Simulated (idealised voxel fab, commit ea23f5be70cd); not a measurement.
Module name: voxel transistor to metal (process module)
It is cross-section cut that appears here, measuring 215 nm in width, its square cells being 5 nm in size.
The cross-sections in this document take the form of a grid made of square cells. They are written out as bands, in order from top to bottom. Each band consists of one or more rows of cells. Read a band's entry like this: the first values are the height of its top and the height of its bottom in nm, and what follows is the sequence of materials from left to right, each with its width in nm. Note that "blank" is empty space, and that a single material marked "edge to edge" reaches across the band from edge to edge. Heads up on the height convention: 0 is the point under which the incoming wafer is all one material, and the lowest band has no bottom, it just keeps going down, like "0 and below". A two-number width, for instance "30 to 40", indicates that the width is equal to the first number in the top row of the band and to the second number in the bottom row, and that it changes by a constant amount per row of cells. The cross-section has no changed cell in any step marked "same as before". Closed void roster: empty space of 8 cells or more with no open way to the top, each as width x height at its distance from the left edge, in nm. The remark found on a step's line after its settings is issued by the simulator itself and pertains to that step. overlay nm: on a step with a mask, how far right of its planned place the mask lay; negative means left. Below you will find pairs of cross-sections. In each, one shows the wafer before one process step and the other after it, with the after view ending at the lowest band that changed. Under each pair is the step separating them, along with its settings. Do not assume the pairs form a chain: they can come from different runs of this module on the same starting wafer, and a pair continues from the pair above it only when its "Cross-section, before" entry says so.
Cross-section, before:
> 40 down to 35: W edge to edge
> 35 down to 30: TiN 65, then W 5, then TiN 75, then W 5, then TiN 65
> 30 down to 15: SiO2 60, then TiN 5, then W 5, then TiN 5, then SiO2 65, then TiN 5, then W 5, then TiN 5, then SiO2 60
> 15 down to 0: SiO2 60, then TiN 5, then W 5, then TiN 5, then SiO2 5, then SiN 5, then HfO2 5, then TiN 5, then W 25, then TiN 5, then HfO2 5, then SiN 5, then SiO2 5, then TiN 5, then W 5, then TiN 5, then SiO2 60
> 0 down to -5: SiO2 60, then TiN 15, then SiO2 5, then SiN 5, then HfO2 5, then TiN 35, then HfO2 5, then SiN 5, then SiO2 5, then TiN 15, then SiO2 60
> -5 down to -10: SiO2 45, then pSi 35, then SiO2 5, then HfO2 45, then SiO2 5, then pSi 40, then SiO2 40
> -10 down to -30: SiO2 50, then Si 120, then SiO2 45
> -30 and below: Si edge to edge
> Closed void roster: none
Resultant Cross-Section:
> 30 down to 15: SiO2 60, then TiN 5, then W 5, then TiN 5, then SiO2 65, then TiN 5, then W 5, then TiN 5, then SiO2 60
> Below a height of 15, the structure has not been altered.
> Closed void roster: none
The before and after cross-sections above are linked by CMP,height nm 30
Cross-section, before: this step begins from the cross-section that the pair just above shows after its step.
Resultant Cross-Section:
> 35 down to 30: SiCN edge to edge
> Below a height of 30, the structure has not been altered.
> Closed void roster: none
The before and after cross-sections above are linked by CONFORMAL_DEP,material SiCN,thk nm 5
Cross-section, before: this step begins from the cross-section that the pair just above shows after its step.
Resultant Cross-Section:
> 55 down to 35: SiO2 edge to edge
> Below a height of 35, the structure has not been altered.
> Closed void roster: none
The before and after cross-sections above are linked by DIRECTIONAL_DEP,material SiO2,thk nm 20
Cross-section, before: this step begins from the cross-section that the pair just above shows after its step.
Resultant Cross-Section:
> 70 down to 55: resist 60, then blank 15, then resist 65, then blank 15, then resist 60
> Below a height of 55, the structure has not been altered.
> Closed void roster: none
The before and after cross-sections above are linked by PATTERN,tone open,mask id METAL_1,material resist,width nm 15,pitch nm 80,thk nm 15,overlay nm 0
Cross-section, before: this step begins from the cross-section that the pair just above shows after its step.
Resultant Cross-Section:
> 70 down to 55: resist 60, then blank 15, then resist 65, then blank 15, then resist 60
> 55 down to 35: SiO2 60, then blank 15, then SiO2 65, then blank 15, then SiO2 60
> Below a height of 35, the structure has not been altered.
> Closed void roster: none
The before and after cross-sections above are linked by DIRECTIONAL_ETCH,etch materials SiO2,depth nm 20
Cross-section, before: this step begins from the cross-section that the pair just above shows after its step.
Resultant Cross-Section:
> 70 down to 55: resist 60, then blank 15, then resist 65, then blank 15, then resist 60
> 55 down to 35: SiO2 60, then blank 15, then SiO2 65, then blank 15, then SiO2 60
> 35 down to 30: SiCN 60, then blank 15, then SiCN 65, then blank 15, then SiCN 60
> Below a height of 30, the structure has not been altered.
> Closed void roster: none
The before and after cross-sections above are linked by DIRECTIONAL_ETCH,etch materials SiCN,depth nm 5
Cross-section, before: this step begins from the cross-section that the pair just above shows after its step.
Resultant Cross-Section:
> 55 down to 35: SiO2 60, then blank 15, then SiO2 65, then blank 15, then SiO2 60
> Below a height of 35, the structure has not been altered.
> Closed void roster: none
The before and after cross-sections above are linked by STRIP,etch materials resist
Cross-section, before: this step begins from the cross-section that the pair just above shows after its step.
Resultant Cross-Section:
> 60 down to 55: TiN 65, then blank 5, then TiN 75, then blank 5, then TiN 65
> 55 down to 35: SiO2 60, then TiN 5, then blank 5, then TiN 5, then SiO2 65, then TiN 5, then blank 5, then TiN 5, then SiO2 60
> 35 down to 30: SiCN 60, then TiN 15, then SiCN 65, then TiN 15, then SiCN 60
> Below a height of 30, the structure has not been altered.
> Closed void roster: none
The before and after cross-sections above are linked by CONFORMAL_DEP,material TiN,thk nm 5
Cross-section, before: this step begins from the cross-section that the pair just above shows after its step.
Resultant Cross-Section:
> 70 down to 60: Cu edge to edge
> 60 down to 55: TiN 65, then Cu 5, then TiN 75, then Cu 5, then TiN 65
> 55 down to 35: SiO2 60, then TiN 5, then Cu 5, then TiN 5, then SiO2 65, then TiN 5, then Cu 5, then TiN 5, then SiO2 60
> Below a height of 35, the structure has not been altered.
> Closed void roster: none
The before and after cross-sections above are linked by FILL_DEP,material Cu,thk nm 10
Cross-section, before: this step begins from the cross-section that the pair just above shows after its step.
Resultant Cross-Section:
> 55 down to 35: SiO2 60, then TiN 5, then Cu 5, then TiN 5, then SiO2 65, then TiN 5, then Cu 5, then TiN 5, then SiO2 60
> Below a height of 35, the structure has not been altered.
> Closed void roster: none
The before and after cross-sections above are linked by CMP,height nm 55
Cross-section, before: this step begins from the cross-section that the pair just above shows after its step.
Resultant Cross-Section:
> 60 down to 55: blank 55, then Ru 25, then blank 55, then Ru 25, then blank 55
> Below a height of 55, the structure has not been altered.
> Closed void roster: none
The before and after cross-sections above are linked by EPI,material Ru,thk nm 5
Cross-section, before: this step begins from the cross-section that the pair just above shows after its step.
Resultant Cross-Section:
> 65 down to 60: SiCN edge to edge
> 60 down to 55: SiCN 55, then Ru 25, then SiCN 55, then Ru 25, then SiCN 55
> Below a height of 55, the structure has not been altered.
> Closed void roster: none
The before and after cross-sections above are linked by FILL_DEP,material SiCN,thk nm 5
Cross-section, before:
> 55 down to 35: SiO2 edge to edge
> 35 down to 30: SiCN edge to edge
> 30 down to 15: SiO2 60, then TiN 5, then W 5, then TiN 5, then SiO2 65, then TiN 5, then W 5, then TiN 5, then SiO2 60
> 15 down to 0: SiO2 60, then TiN 5, then W 5, then TiN 5, then SiO2 5, then SiN 5, then HfO2 5, then TiN 5, then W 25, then TiN 5, then HfO2 5, then SiN 5, then SiO2 5, then TiN 5, then W 5, then TiN 5, then SiO2 60
> 0 down to -5: SiO2 60, then TiN 15, then SiO2 5, then SiN 5, then HfO2 5, then TiN 35, then HfO2 5, then SiN 5, then SiO2 5, then TiN 15, then SiO2 60
> -5 down to -10: SiO2 45, then pSi 35, then SiO2 5, then HfO2 45, then SiO2 5, then pSi 35, then SiO2 45
> -10 down to -30: SiO2 50, then Si 115, then SiO2 50
> -30 and below: Si edge to edge
> Closed void roster: none
Resultant Cross-Section:
> 70 down to 55: resist 65, then blank 15, then resist 65, then blank 15, then resist 55
> Below a height of 55, the structure has not been altered.
> Closed void roster: none
The before and after cross-sections above are linked by PATTERN,tone open,mask id METAL_1,material resist,width nm 15,pitch nm 80,thk nm 15,overlay nm 5
Cross-section, before: this step begins from the cross-section that the pair just above shows after its step.
Resultant Cross-Section:
> 70 down to 55: resist 65, then blank 15, then resist 65, then blank 15, then resist 55
> 55 down to 35: SiO2 65, then blank 15, then SiO2 65, then blank 15, then SiO2 55
> Below a height of 35, the structure has not been altered.
> Closed void roster: none
The before and after cross-sections above are linked by DIRECTIONAL_ETCH,etch materials SiO2,depth nm 20
Cross-section, before: this step begins from the cross-section that the pair just above shows after its step.
Resultant Cross-Section:
> 70 down to 55: resist 65, then blank 15, then resist 65, then blank 15, then resist 55
> 55 down to 35: SiO2 65, then blank 15, then SiO2 65, then blank 15, then SiO2 55
> 35 down to 30: SiCN 65, then blank 15, then SiCN 65, then blank 15, then SiCN 55
> Below a height of 30, the structure has not been altered.
> Closed void roster: none
The before and after cross-sections above are linked by DIRECTIONAL_ETCH,etch materials SiCN,depth nm 5
Cross-section, before: this step begins from the cross-section that the pair just above shows after its step.
Resultant Cross-Section:
> 55 down to 35: SiO2 65, then blank 15, then SiO2 65, then blank 15, then SiO2 55
> Below a height of 35, the structure has not been altered.
> Closed void roster: none
The before and after cross-sections above are linked by STRIP,etch materials resist
Cross-section, before: this step begins from the cross-section that the pair just above shows after its step.
Resultant Cross-Section:
> 60 down to 55: TiN 70, then blank 5, then TiN 75, then blank 5, then TiN 60
> 55 down to 35: SiO2 65, then TiN 5, then blank 5, then TiN 5, then SiO2 65, then TiN 5, then blank 5, then TiN 5, then SiO2 55
> 35 down to 30: SiCN 65, then TiN 15, then SiCN 65, then TiN 15, then SiCN 55
> Below a height of 30, the structure has not been altered.
> Closed void roster: none
The before and after cross-sections above are linked by CONFORMAL_DEP,material TiN,thk nm 5
Cross-section, before: this step begins from the cross-section that the pair just above shows after its step.
Resultant Cross-Section:
> 70 down to 60: Cu edge to edge
> 60 down to 55: TiN 70, then Cu 5, then TiN 75, then Cu 5, then TiN 60
> 55 down to 35: SiO2 65, then TiN 5, then Cu 5, then TiN 5, then SiO2 65, then TiN 5, then Cu 5, then TiN 5, then SiO2 55
> Below a height of 35, the structure has not been altered.
> Closed void roster: none
The before and after cross-sections above are linked by FILL_DEP,material Cu,thk nm 10
Cross-section, before: this step begins from the cross-section that the pair just above shows after its step.
Resultant Cross-Section:
> 55 down to 35: SiO2 65, then TiN 5, then Cu 5, then TiN 5, then SiO2 65, then TiN 5, then Cu 5, then TiN 5, then SiO2 55
> Below a height of 35, the structure has not been altered.
> Closed void roster: none
The before and after cross-sections above are linked by CMP,height nm 55
Cross-section, before: this step begins from the cross-section that the pair just above shows after its step.
Resultant Cross-Section:
> 60 down to 55: blank 60, then Ru 25, then blank 55, then Ru 25, then blank 50
> Below a height of 55, the structure has not been altered.
> Closed void roster: none
The before and after cross-sections above are linked by EPI,material Ru,thk nm 5
Cross-section, before: this step begins from the cross-section that the pair just above shows after its step.
Resultant Cross-Section:
> 65 down to 60: SiCN edge to edge
> 60 down to 55: SiCN 60, then Ru 25, then SiCN 55, then Ru 25, then SiCN 50
> Below a height of 55, the structure has not been altered.
> Closed void roster: none
The before and after cross-sections above are linked by FILL_DEP,material SiCN,thk nm 5
Cross-section, before:
> 25 down to 20: blank 75, then HfO2 15, then blank 35, then HfO2 15, then blank 75
> 20 down to 15: HfO2 80, then SiN 5, then HfO2 5, then blank 35, then HfO2 5, then SiN 5, then HfO2 80
> 15 down to -5: SiO2 80, then SiN 5, then HfO2 5, then blank 35, then HfO2 5, then SiN 5, then SiO2 80
> -5 down to -10: SiO2 45, then pSi 35, then SiO2 5, then HfO2 45, then SiO2 5, then pSi 35, then SiO2 45
> -10 down to -30: SiO2 50, then Si 115, then SiO2 50
> -30 and below: Si edge to edge
> Closed void roster: none
Resultant Cross-Section:
> 30 down to 25: blank 70, then Cu 25, then blank 25, then Cu 25, then blank 70
> 25 down to 20: Cu 75, then HfO2 15, then Cu 5, then blank 25, then Cu 5, then HfO2 15, then Cu 75
> 20 down to 15: HfO2 80, then SiN 5, then HfO2 5, then Cu 5, then blank 25, then Cu 5, then HfO2 5, then SiN 5, then HfO2 80
> 15 down to 0: SiO2 80, then SiN 5, then HfO2 5, then Cu 5, then blank 25, then Cu 5, then HfO2 5, then SiN 5, then SiO2 80
> 0 down to -5: SiO2 80, then SiN 5, then HfO2 5, then Cu 35, then HfO2 5, then SiN 5, then SiO2 80
> Below a height of -5, the structure has not been altered.
> Closed void roster: none
The before and after cross-sections above are linked by CONFORMAL_DEP,material Cu,thk nm 5
Cross-section, before: this step begins from the cross-section that the pair just above shows after its step.
Resultant Cross-Section:
> 40 down to 30: W edge to edge
> 30 down to 25: W 70, then Cu 25, then W 25, then Cu 25, then W 70
> 25 down to 20: Cu 75, then HfO2 15, then Cu 5, then W 25, then Cu 5, then HfO2 15, then Cu 75
> 20 down to 15: HfO2 80, then SiN 5, then HfO2 5, then Cu 5, then W 25, then Cu 5, then HfO2 5, then SiN 5, then HfO2 80
> 15 down to 0: SiO2 80, then SiN 5, then HfO2 5, then Cu 5, then W 25, then Cu 5, then HfO2 5, then SiN 5, then SiO2 80
> Below a height of 0, the structure has not been altered.
> Closed void roster: none
The before and after cross-sections above are linked by FILL_DEP,material W,thk nm 10
Cross-section, before: this step begins from the cross-section that the pair just above shows after its step.
Resultant Cross-Section:
> 15 down to 0: SiO2 80, then SiN 5, then HfO2 5, then Cu 5, then W 25, then Cu 5, then HfO2 5, then SiN 5, then SiO2 80
> Below a height of 0, the structure has not been altered.
> Closed void roster: none
The before and after cross-sections above are linked by CMP,height nm 15
Cross-section, before: this step begins from the cross-section that the pair just above shows after its step.
Resultant Cross-Section:
> 30 down to 15: SiO2 edge to edge
> Below a height of 15, the structure has not been altered.
> Closed void roster: none
The before and after cross-sections above are linked by DIRECTIONAL_DEP,material SiO2,thk nm 15
Cross-section, before: this step begins from the cross-section that the pair just above shows after its step.
Resultant Cross-Section:
> 30 down to 15: SiO2 60, then blank 15, then SiO2 65, then blank 15, then SiO2 60
> 15 down to 0: SiO2 60, then blank 15, then SiO2 5, then SiN 5, then HfO2 5, then Cu 5, then W 25, then Cu 5, then HfO2 5, then SiN 5, then SiO2 5, then blank 15, then SiO2 60
> 0 down to -5: SiO2 60, then blank 15, then SiO2 5, then SiN 5, then HfO2 5, then Cu 35, then HfO2 5, then SiN 5, then SiO2 5, then blank 15, then SiO2 60
> Below a height of -5, the structure has not been altered.
> Closed void roster: none
The before and after cross-sections above are linked by MASKED_ETCH,tone open,mask id CONTACT,width nm 15,pitch nm 80,etch materials SiO2,depth nm 35,overlay nm 0
Cross-section, before: this step begins from the cross-section that the pair just above shows after its step.
Resultant Cross-Section:
> 35 down to 30: TiN 65, then blank 5, then TiN 75, then blank 5, then TiN 65
> 30 down to 15: SiO2 60, then TiN 5, then blank 5, then TiN 5, then SiO2 65, then TiN 5, then blank 5, then TiN 5, then SiO2 60
> 15 down to 0: SiO2 60, then TiN 5, then blank 5, then TiN 5, then SiO2 5, then SiN 5, then HfO2 5, then Cu 5, then W 25, then Cu 5, then HfO2 5, then SiN 5, then SiO2 5, then TiN 5, then blank 5, then TiN 5, then SiO2 60
> 0 down to -5: SiO2 60, then TiN 15, then SiO2 5, then SiN 5, then HfO2 5, then Cu 35, then HfO2 5, then SiN 5, then SiO2 5, then TiN 15, then SiO2 60
> Below a height of -5, the structure has not been altered.
> Closed void roster: none
The before and after cross-sections above are linked by CONFORMAL_DEP,material TiN,thk nm 5
Cross-section, before: this step begins from the cross-section that the pair just above shows after its step.
Resultant Cross-Section:
> 40 down to 35: W edge to edge
> 35 down to 30: TiN 65, then W 5, then TiN 75, then W 5, then TiN 65
> 30 down to 15: SiO2 60, then TiN 5, then W 5, then TiN 5, then SiO2 65, then TiN 5, then W 5, then TiN 5, then SiO2 60
> 15 down to 0: SiO2 60, then TiN 5, then W 5, then TiN 5, then SiO2 5, then SiN 5, then HfO2 5, then Cu 5, then W 25, then Cu 5, then HfO2 5, then SiN 5, then SiO2 5, then TiN 5, then W 5, then TiN 5, then SiO2 60
> Below a height of 0, the structure has not been altered.
> Closed void roster: none
The before and after cross-sections above are linked by FILL_DEP,material W,thk nm 5
Cross-section, before: this step begins from the cross-section that the pair just above shows after its step.
Resultant Cross-Section:
> 30 down to 15: SiO2 60, then TiN 5, then W 5, then TiN 5, then SiO2 65, then TiN 5, then W 5, then TiN 5, then SiO2 60
> Below a height of 15, the structure has not been altered.
> Closed void roster: none
The before and after cross-sections above are linked by CMP,height nm 30
Cross-section, before: this step begins from the cross-section that the pair just above shows after its step.
Resultant Cross-Section:
> 35 down to 30: SiCN edge to edge
> Below a height of 30, the structure has not been altered.
> Closed void roster: none
The before and after cross-sections above are linked by CONFORMAL_DEP,material SiCN,thk nm 5
Cross-section, before: this step begins from the cross-section that the pair just above shows after its step.
Resultant Cross-Section:
> 55 down to 35: SiO2 edge to edge
> Below a height of 35, the structure has not been altered.
> Closed void roster: none
The before and after cross-sections above are linked by DIRECTIONAL_DEP,material SiO2,thk nm 20
Cross-section, before: this step begins from the cross-section that the pair just above shows after its step.
Resultant Cross-Section:
> 70 down to 55: resist 60, then blank 15, then resist 65, then blank 15, then resist 60
> Below a height of 55, the structure has not been altered.
> Closed void roster: none
The before and after cross-sections above are linked by PATTERN,tone open,mask id METAL_1,material resist,width nm 15,pitch nm 80,thk nm 15,overlay nm 0
Cross-section, before: this step begins from the cross-section that the pair just above shows after its step.
Resultant Cross-Section:
> 70 down to 55: resist 60, then blank 15, then resist 65, then blank 15, then resist 60
> 55 down to 35: SiO2 60, then blank 15, then SiO2 65, then blank 15, then SiO2 60
> Below a height of 35, the structure has not been altered.
> Closed void roster: none
The before and after cross-sections above are linked by DIRECTIONAL_ETCH,etch materials SiO2,depth nm 20
Cross-section, before: this step begins from the cross-section that the pair just above shows after its step.
Resultant Cross-Section:
> 70 down to 55: resist 60, then blank 15, then resist 65, then blank 15, then resist 60
> 55 down to 35: SiO2 60, then blank 15, then SiO2 65, then blank 15, then SiO2 60
> 35 down to 30: SiCN 60, then blank 15, then SiCN 65, then blank 15, then SiCN 60
> Below a height of 30, the structure has not been altered.
> Closed void roster: none
The before and after cross-sections above are linked by DIRECTIONAL_ETCH,etch materials SiCN,depth nm 5
Cross-section, before: this step begins from the cross-section that the pair just above shows after its step.
Resultant Cross-Section:
> 55 down to 35: SiO2 60, then blank 15, then SiO2 65, then blank 15, then SiO2 60
> Below a height of 35, the structure has not been altered.
> Closed void roster: none
The before and after cross-sections above are linked by STRIP,etch materials resist
Cross-section, before: this step begins from the cross-section that the pair just above shows after its step.
Resultant Cross-Section:
> 60 down to 55: TiN 65, then blank 5, then TiN 75, then blank 5, then TiN 65
> 55 down to 35: SiO2 60, then TiN 5, then blank 5, then TiN 5, then SiO2 65, then TiN 5, then blank 5, then TiN 5, then SiO2 60
> 35 down to 30: SiCN 60, then TiN 15, then SiCN 65, then TiN 15, then SiCN 60
> Below a height of 30, the structure has not been altered.
> Closed void roster: none
The before and after cross-sections above are linked by CONFORMAL_DEP,material TiN,thk nm 5
Cross-section, before: this step begins from the cross-section that the pair just above shows after its step.
Resultant Cross-Section:
> 70 down to 60: Cu edge to edge
> 60 down to 55: TiN 65, then Cu 5, then TiN 75, then Cu 5, then TiN 65
> 55 down to 35: SiO2 60, then TiN 5, then Cu 5, then TiN 5, then SiO2 65, then TiN 5, then Cu 5, then TiN 5, then SiO2 60
> Below a height of 35, the structure has not been altered.
> Closed void roster: none
The before and after cross-sections above are linked by FILL_DEP,material Cu,thk nm 10
Cross-section, before: this step begins from the cross-section that the pair just above shows after its step.
Resultant Cross-Section:
> 55 down to 35: SiO2 60, then TiN 5, then Cu 5, then TiN 5, then SiO2 65, then TiN 5, then Cu 5, then TiN 5, then SiO2 60
> Below a height of 35, the structure has not been altered.
> Closed void roster: none
The before and after cross-sections above are linked by CMP,height nm 55
Cross-section, before: this step begins from the cross-section that the pair just above shows after its step.
Resultant Cross-Section:
> 60 down to 55: blank 55, then Ru 25, then blank 55, then Ru 25, then blank 55
> Below a height of 55, the structure has not been altered.
> Closed void roster: none
The before and after cross-sections above are linked by EPI,material Ru,thk nm 5
Cross-section, before: this step begins from the cross-section that the pair just above shows after its step.
Resultant Cross-Section:
> 65 down to 60: SiCN edge to edge
> 60 down to 55: SiCN 55, then Ru 25, then SiCN 55, then Ru 25, then SiCN 55
> Below a height of 55, the structure has not been altered.
> Closed void roster: none
The before and after cross-sections above are linked by FILL_DEP,material SiCN,thk nm 5
Cross-section, before:
> 55 down to 35: SiO2 edge to edge
> 35 down to 30: SiCN edge to edge
> 30 down to 15: SiO2 60, then TiN 5, then W 5, then TiN 5, then SiO2 65, then TiN 5, then W 5, then TiN 5, then SiO2 60
> 15 down to 0: SiO2 60, then TiN 5, then W 5, then TiN 5, then SiO2 5, then SiN 5, then HfO2 5, then TiN 5, then W 25, then TiN 5, then HfO2 5, then SiN 5, then SiO2 5, then TiN 5, then W 5, then TiN 5, then SiO2 60
> 0 down to -5: SiO2 60, then TiN 15, then SiO2 5, then SiN 5, then HfO2 5, then TiN 35, then HfO2 5, then SiN 5, then SiO2 5, then TiN 15, then SiO2 60
> -5 down to -10: SiO2 45, then pSi 35, then SiO2 5, then HfO2 45, then SiO2 5, then pSi 35, then SiO2 45
> -10 down to -30: SiO2 50, then Si 115, then SiO2 50
> -30 and below: Si edge to edge
> Closed void roster: none
Resultant Cross-Section:
> 70 down to 55: blank 60, then resist 15, then blank 65, then resist 15, then blank 60
> Below a height of 55, the structure has not been altered.
> Closed void roster: none
The before and after cross-sections above are linked by PATTERN,tone cover,mask id METAL_1,material resist,width nm 15,pitch nm 80,thk nm 15,overlay nm 0
Cross-section, before: this step begins from the cross-section that the pair just above shows after its step.
Resultant Cross-Section:
> 70 down to 55: blank 60, then resist 15, then blank 65, then resist 15, then blank 60
> 55 down to 35: blank 60, then SiO2 15, then blank 65, then SiO2 15, then blank 60
> Below a height of 35, the structure has not been altered.
> Closed void roster: none
The before and after cross-sections above are linked by DIRECTIONAL_ETCH,etch materials SiO2,depth nm 20
Cross-section, before: this step begins from the cross-section that the pair just above shows after its step.
Resultant Cross-Section:
> 70 down to 55: blank 60, then resist 15, then blank 65, then resist 15, then blank 60
> 55 down to 35: blank 60, then SiO2 15, then blank 65, then SiO2 15, then blank 60
> 35 down to 30: blank 60, then SiCN 15, then blank 65, then SiCN 15, then blank 60
> Below a height of 30, the structure has not been altered.
> Closed void roster: none
The before and after cross-sections above are linked by DIRECTIONAL_ETCH,etch materials SiCN,depth nm 5
Cross-section, before: this step begins from the cross-section that the pair just above shows after its step.
Resultant Cross-Section:
> 55 down to 35: blank 60, then SiO2 15, then blank 65, then SiO2 15, then blank 60
> Below a height of 35, the structure has not been altered.
> Closed void roster: none
The before and after cross-sections above are linked by STRIP,etch materials resist
Cross-section, before: this step begins from the cross-section that the pair just above shows after its step.
Resultant Cross-Section:
> 60 down to 55: blank 55, then TiN 25, then blank 55, then TiN 25, then blank 55
> 55 down to 35: blank 55, then TiN 5, then SiO2 15, then TiN 5, then blank 55, then TiN 5, then SiO2 15, then TiN 5, then blank 55
> 35 down to 30: TiN 60, then SiCN 15, then TiN 65, then SiCN 15, then TiN 60
> Below a height of 30, the structure has not been altered.
> Closed void roster: none
The before and after cross-sections above are linked by CONFORMAL_DEP,material TiN,thk nm 5
Cross-section, before: this step begins from the cross-section that the pair just above shows after its step.
Resultant Cross-Section:
> 70 down to 60: Cu edge to edge
> 60 down to 55: Cu 55, then TiN 25, then Cu 55, then TiN 25, then Cu 55
> 55 down to 35: Cu 55, then TiN 5, then SiO2 15, then TiN 5, then Cu 55, then TiN 5, then SiO2 15, then TiN 5, then Cu 55
> Below a height of 35, the structure has not been altered.
> Closed void roster: none
The before and after cross-sections above are linked by FILL_DEP,material Cu,thk nm 10
Cross-section, before: this step begins from the cross-section that the pair just above shows after its step.
Resultant Cross-Section:
> 55 down to 35: Cu 55, then TiN 5, then SiO2 15, then TiN 5, then Cu 55, then TiN 5, then SiO2 15, then TiN 5, then Cu 55
> Below a height of 35, the structure has not been altered.
> Closed void roster: none
The before and after cross-sections above are linked by CMP,height nm 55
Cross-section, before: this step begins from the cross-section that the pair just above shows after its step.
Resultant Cross-Section:
> 60 down to 55: Ru 65, then blank 5, then Ru 75, then blank 5, then Ru 65
> Below a height of 55, the structure has not been altered.
> Closed void roster: none
The before and after cross-sections above are linked by EPI,material Ru,thk nm 5
Cross-section, before: this step begins from the cross-section that the pair just above shows after its step.
Resultant Cross-Section:
> 65 down to 60: SiCN edge to edge
> 60 down to 55: Ru 65, then SiCN 5, then Ru 75, then SiCN 5, then Ru 65
> Below a height of 55, the structure has not been altered.
> Closed void roster: none
The before and after cross-sections above are linked by FILL_DEP,material SiCN,thk nm 5
